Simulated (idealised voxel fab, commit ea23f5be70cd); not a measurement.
The name of this process module is voxel capacitor over wiring.
Shown is cross-section cut, with a width of 300 nm and square cells of size 5 nm.
A cross-section in this document is a grid of square cells, and it is written down as bands, the top band listed before the ones below it; a band is made up of one or more rows of cells.
It is stipulated that each band's entry specify, in nanometres, the height of the top of the band and then that of its bottom, followed by the materials of the band in left-to-right sequence, each together with its width in nanometres. A single material marked by the word "edge to edge" is understood to fill the band from edge to edge; the word "blank" is understood to denote empty space.
A quick word on heights: they are counted from 0, and under that level the wafer as it came to us is one material throughout. The lowest band is different from the rest in having no bottom; it simply continues downward, written as in "0 and below".
When a width is written as two numbers, as in "30..40", the first number is the width in the top row of cells of the band and the second is the width in its bottom row, and the width changes by the same amount from each row to the next.
You'll sometimes find "no modification" written for a step, and that's the way of saying that nowhere in the cross-section did a cell change during that step.
"Sealed internal voids" means: voids of 8 cells or more that are shut off from the top with no open way through. Written width x height at distance, distance from the left edge, in nm.
Note: text after step settings on the step line = simulator remark on that step.
overlay nm: how far to the right of its planned place the mask lay on this masked step (negative: to the left).
# Below is the list of planned process steps
1. op RECEIVE | material Si
2. op CONFORMAL_DEP | material SiO2 | thk nm 15
3. op DIRECTIONAL_DEP | material TiN | thk nm 5
4. op DIRECTIONAL_DEP | material W | thk nm 20
5. op MASKED_ETCH | tone cover | mask id METAL_1 | width nm 20 | pitch nm 85 | etch materials W | depth nm 20 | overlay nm 0
6. op MASKED_ETCH | tone cover | mask id METAL_1 | width nm 20 | pitch nm 85 | etch materials TiN | depth nm 5 | overlay nm 0
7. op CONFORMAL_DEP | material SiCN | thk nm 5
8. op FILL_DEP | material lowk | thk nm 5
9. op CMP | height nm 40
10. op CONFORMAL_DEP | material SiCN | thk nm 5
11. op DIRECTIONAL_DEP | material SiO2 | thk nm 20
12. op PATTERN | tone open | mask id PLUG_1 | material resist | width nm 15 | thk nm 20 | overlay nm 0
13. op DIRECTIONAL_ETCH | etch materials SiO2 | depth nm 20
14. op DIRECTIONAL_ETCH | etch materials SiCN | depth nm 5
15. op STRIP | etch materials resist
16. op CONFORMAL_DEP | material TiN | thk nm 5
17. op FILL_DEP | material Cu | thk nm 10
18. op CMP | height nm 65
19. op DIRECTIONAL_DEP | material TiN | thk nm 10
20. op DIRECTIONAL_DEP | material HfO2 | thk nm 5
21. op DIRECTIONAL_DEP | material TiN | thk nm 10
22. op DIRECTIONAL_DEP | material aC | thk nm 15
23. op PATTERN | tone cover | mask id UPPER_PLATE | material resist | width nm 70 | thk nm 30 | overlay nm 0
24. op DIRECTIONAL_ETCH | etch materials aC | depth nm 15
25. op STRIP | etch materials resist
26. op DIRECTIONAL_ETCH | etch materials TiN | depth nm 10
27. op DIRECTIONAL_ETCH | etch materials HfO2 | depth nm 5
28. op STRIP | etch materials aC
29. op MASKED_ETCH | tone cover | mask id LOWER_PLATE | width nm 80 | etch materials TiN | depth nm 10 | overlay nm 0
30. op FILL_DEP | material SiO2 | thk nm 15
31. op CMP | height nm 100
32. op PATTERN | tone open | mask id PLUG_2 | material resist | width nm 15 | thk nm 20 | overlay nm 0
33. op DIRECTIONAL_ETCH | etch materials SiO2 | depth nm 10
34. op STRIP | etch materials resist
35. op CONFORMAL_DEP | material TiN | thk nm 5
36. op FILL_DEP | material W | thk nm 5
37. op CMP | height nm 100
38. op CONFORMAL_DEP | material SiCN | thk nm 5
# Cross-section of the incoming wafer, state after step 1
- 0 and below = Si edge to edge
- Sealed internal voids: none
# Module complete - cross-section of the first of two wafers, run according to plan
- 105 down to 100 = SiCN edge to edge
- 100 down to 95 = SiO2 (110) | TiN (5) | W (5) | TiN (5) | SiO2 (175)
- 95 down to 90 = SiO2 (110) | TiN (15) | SiO2 (175)
- 90 down to 80 = SiO2 (100) | TiN (70) | SiO2 (130)
- 80 down to 75 = SiO2 (100) | HfO2 (70) | SiO2 (130)
- 75 down to 65 = SiO2 (95) | TiN (80) | SiO2 (125)
- 65 down to 45 = SiO2 (100) | TiN (5) | Cu (5) | TiN (5) | SiO2 (185)
- 45 down to 40 = SiCN (100) | TiN (15) | SiCN (185)
- 40 down to 20 = lowk (90) | SiCN (5) | W (20) | SiCN (5) | lowk (55) | SiCN (5) | W (20) | SiCN (5) | lowk (95)
- 20 down to 15 = SiCN (95) | TiN (20) | SiCN (65) | TiN (20) | SiCN (100)
- 15 down to 0 = SiO2 edge to edge
- 0 and below = Si edge to edge
- Sealed internal voids: none
# Cross-sectional view: second of two wafers, end of module; start and plan identical to the first, one mistake in running
- 105 down to 100 = SiCN edge to edge
- 100 down to 95 = SiO2 (110) | TiN (5) | W (5) | TiN (5) | SiO2 (175)
- 95 down to 90 = SiO2 (110) | TiN (15) | SiO2 (175)
- 90 down to 80 = SiO2 (95) | TiN (5) | SiO2 (70) | TiN (5) | SiO2 (125)
- 80 down to 75 = HfO2 (100) | SiO2 (70) | HfO2 (130)
- 75 down to 65 = TiN edge to edge
- 65 down to 45 = SiO2 (100) | TiN (5) | Cu (5) | TiN (5) | SiO2 (185)
- 45 down to 40 = SiCN (100) | TiN (15) | SiCN (185)
- 40 down to 20 = lowk (90) | SiCN (5) | W (20) | SiCN (5) | lowk (55) | SiCN (5) | W (20) | SiCN (5) | lowk (95)
- 20 down to 15 = SiCN (95) | TiN (20) | SiCN (65) | TiN (20) | SiCN (100)
- 15 down to 0 = SiO2 edge to edge
- 0 and below = Si edge to edge
- Sealed internal voids: none
Processing error: the process deviated at step 23: the operation and settings actually run there were op PATTERN | tone open | mask id UPPER_PLATE | material resist | width nm 70 | thk nm 30 | overlay nm 0
In the final state, the cell counts of the second wafer exceed or fall short of those of the first for the following materials: +32 HfO2 | -96 SiO2 | +64 TiN
